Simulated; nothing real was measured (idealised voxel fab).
The following process module bears the name voxel released beams.
For reference, the cross-section in this document is cut, with width 160 nm and square cells of 5 nm.
Square cells in a grid make up a cross-section in this document, and the grid is given as bands, listed from the top down, each one or more rows of cells. Heights first: top, then bottom, in nm. Then materials, left to right, each with a width in nm. "edge to edge" on a single material: fills the band edge to edge. "air": empty space. All heights in this document are referenced to 0, defined as the level beneath which the wafer, as received, consists entirely of one material. The lowest band is not bounded below; it extends indefinitely downward and is written in the form "top 0, no bottom". A two-number width, for instance "30->40", indicates that the width is equal to the first number in the top row of the band and to the second number in the bottom row, and that it changes by a constant amount per row of cells. "nothing changed" means the step left every cell of the cross-section as it was. Enclosed voids (no open way to top), threshold 8 cells or more, entry "Enclosed void inventory", notation width x height at distance, distance from left edge, nm. Post-settings text on a step line: simulator's own remark regarding the step. A step's line can hold "overlay nm"; with a mask on that step, the setting says how far right of the planned place the mask lay, while a negative setting says it lay to the left.
This section lists the process steps that were planned
| 1 | RECEIVE (material Si) |
| 2 | CONFORMAL_DEP (material Al2O3; thk nm 5) |
| 3 | DIRECTIONAL_DEP (material SiO2; thk nm 10) |
| 4 | DIRECTIONAL_DEP (material aC; thk nm 15) |
| 5 | PATTERN (tone open; mask id ANCHOR; material resist; width nm 25; thk nm 30; overlay nm 0) |
| 6 | DIRECTIONAL_ETCH (etch materials aC; depth nm 15) |
| 7 | STRIP (etch materials resist) |
| 8 | DIRECTIONAL_ETCH (etch materials SiO2; depth nm 10) |
| 9 | STRIP (etch materials aC) |
| 10 | CONFORMAL_DEP (material polySi; thk nm 10) |
| 11 | DIRECTIONAL_DEP (material aC; thk nm 10) |
| 12 | PATTERN (tone cover; mask id BEAM; material resist; width nm 85; thk nm 25; overlay nm 0) |
| 13 | DIRECTIONAL_ETCH (etch materials aC; depth nm 10) |
| 14 | STRIP (etch materials resist) |
| 15 | DIRECTIONAL_ETCH (etch materials polySi; depth nm 10) |
| 16 | STRIP (etch materials aC) |
| 17 | STRIP (etch materials SiO2) |
The first of the two wafers, which ran as planned
Shown in cross-section is the wafer as received, that is, as it stands after step 1
- top 0, no bottom | Si edge to edge
- Enclosed void inventory: none
Once step 2 is through, the wafer looks like this in cross-section
- top 5, bottom 0 | Al2O3 edge to edge
- Note: structure below 0 unchanged.
Once step 3 is through, the wafer looks like this in cross-section
- top 15, bottom 5 | SiO2 edge to edge
- Note: structure below 5 unchanged.
Once step 4 is through, the wafer looks like this in cross-section
- top 30, bottom 15 | aC edge to edge
- Note: structure below 15 unchanged.
Once step 5 is through, the wafer looks like this in cross-section
- top 60, bottom 30 | 40 nm resist, 25 nm air, 95 nm resist
- Note: structure below 30 unchanged.
Once step 6 is through, the wafer looks like this in cross-section
- top 45, bottom 30 | 40 nm resist, 25 nm air, 95 nm resist
- top 30, bottom 15 | 40 nm aC, 25 nm air, 95 nm aC
- Note: structure below 15 unchanged.
Once step 7 is through, the wafer looks like this in cross-section
- top 30, bottom 15 | 40 nm aC, 25 nm air, 95 nm aC
- Note: structure below 15 unchanged.
Once step 8 is through, the wafer looks like this in cross-section
- top 30, bottom 15 | 40 nm aC, 25 nm air, 95 nm aC
- top 15, bottom 5 | 40 nm SiO2, 25 nm air, 95 nm SiO2
- Note: structure below 5 unchanged.
Once step 9 is through, the wafer looks like this in cross-section
- top 15, bottom 5 | 40 nm SiO2, 25 nm air, 95 nm SiO2
- Note: structure below 5 unchanged.
Once step 10 is through, the wafer looks like this in cross-section
- top 25, bottom 15 | 50 nm polySi, 5 nm air, 105 nm polySi
- top 15, bottom 5 | 40 nm SiO2, 25 nm polySi, 95 nm SiO2
- Note: structure below 5 unchanged.
Once step 11 is through, the wafer looks like this in cross-section
- top 35, bottom 25 | 50 nm aC, 5 nm air, 105 nm aC
- top 25, bottom 15 | 50 nm polySi, 5 nm aC, 105 nm polySi
- Note: structure below 15 unchanged.
Once step 12 is through, the wafer looks like this in cross-section
- top 60, bottom 35 | 35 nm air, 85 nm resist, 40 nm air
- top 35, bottom 25 | 50 nm aC, 5 nm resist, 105 nm aC
- Note: structure below 25 unchanged.
Once step 13 is through, the wafer looks like this in cross-section
- top 50, bottom 35 | 35 nm air, 85 nm resist, 40 nm air
- top 35, bottom 25 | 35 nm air, 15 nm aC, 5 nm resist, 65 nm aC, 40 nm air
- Note: structure below 25 unchanged.
Once step 14 is through, the wafer looks like this in cross-section
- top 35, bottom 25 | 35 nm air, 15 nm aC, 5 nm air, 65 nm aC, 40 nm air
- Note: structure below 25 unchanged.
Once step 15 is through, the wafer looks like this in cross-section
- top 35, bottom 25 | 35 nm air, 15 nm aC, 5 nm air, 65 nm aC, 40 nm air
- top 25, bottom 15 | 35 nm air, 15 nm polySi, 5 nm aC, 65 nm polySi, 40 nm air
- Note: structure below 15 unchanged.
Once step 16 is through, the wafer looks like this in cross-section
- top 25, bottom 15 | 35 nm air, 15 nm polySi, 5 nm air, 65 nm polySi, 40 nm air
- Note: structure below 15 unchanged.
Once step 17 is through, the wafer looks like this in cross-section
- top 25, bottom 15 | 35 nm air, 15 nm polySi, 5 nm air, 65 nm polySi, 40 nm air
- top 15, bottom 5 | 40 nm air, 25 nm polySi, 95 nm air
- Note: structure below 5 unchanged.
Wafer two: like wafer one in start and plan, but with one mistake in execution; identical up to and including step 3
Cross-section of the second wafer when, according to plan, step 4 should have finished
- top 30, bottom 15 | polySi edge to edge
- Note: structure below 15 unchanged.
Cross-section of the second wafer when, according to plan, step 5 should have finished
- top 60, bottom 30 | 40 nm resist, 25 nm air, 95 nm resist
- Note: structure below 30 unchanged.
Cross-section of the second wafer when, according to plan, step 6 should have finished
- top 45, bottom 30 | 40 nm resist, 25 nm air, 95 nm resist
- Note: structure below 30 unchanged.
Cross-section of the second wafer when, according to plan, step 7 should have finished
- top 30, bottom 15 | polySi edge to edge
- Note: structure below 15 unchanged.
Cross-section of the second wafer when, according to plan, step 8 should have finished: nothing changed
Cross-section of the second wafer when, according to plan, step 9 should have finished: nothing changed
Cross-section of the second wafer when, according to plan, step 10 should have finished
- top 40, bottom 15 | polySi edge to edge
- Note: structure below 15 unchanged.
Cross-section of the second wafer when, according to plan, step 11 should have finished
- top 50, bottom 40 | aC edge to edge
- Note: structure below 40 unchanged.
Cross-section of the second wafer when, according to plan, step 12 should have finished
- top 75, bottom 50 | 35 nm air, 85 nm resist, 40 nm air
- Note: structure below 50 unchanged.
Cross-section of the second wafer when, according to plan, step 13 should have finished
- top 65, bottom 50 | 35 nm air, 85 nm resist, 40 nm air
- top 50, bottom 40 | 35 nm air, 85 nm aC, 40 nm air
- Note: structure below 40 unchanged.
Cross-section of the second wafer when, according to plan, step 14 should have finished
- top 50, bottom 40 | 35 nm air, 85 nm aC, 40 nm air
- Note: structure below 40 unchanged.
Cross-section of the second wafer when, according to plan, step 15 should have finished
- top 50, bottom 40 | 35 nm air, 85 nm aC, 40 nm air
- top 40, bottom 30 | 35 nm air, 85 nm polySi, 40 nm air
- Note: structure below 30 unchanged.
Cross-section of the second wafer when, according to plan, step 16 should have finished
- top 40, bottom 30 | 35 nm air, 85 nm polySi, 40 nm air
- Note: structure below 30 unchanged.
Cross-section of the second wafer when, according to plan, step 17 should have finished: nothing changed
It is concluded that the wafer was processed incorrectly with respect to the plan, in that step 4 off recipe, ran as DIRECTIONAL_DEP (material polySi; thk nm 15)
Counted in cells at the end, the second wafer holds more or fewer of these materials than the first: SiO2: 64 more | polySi: 88 more
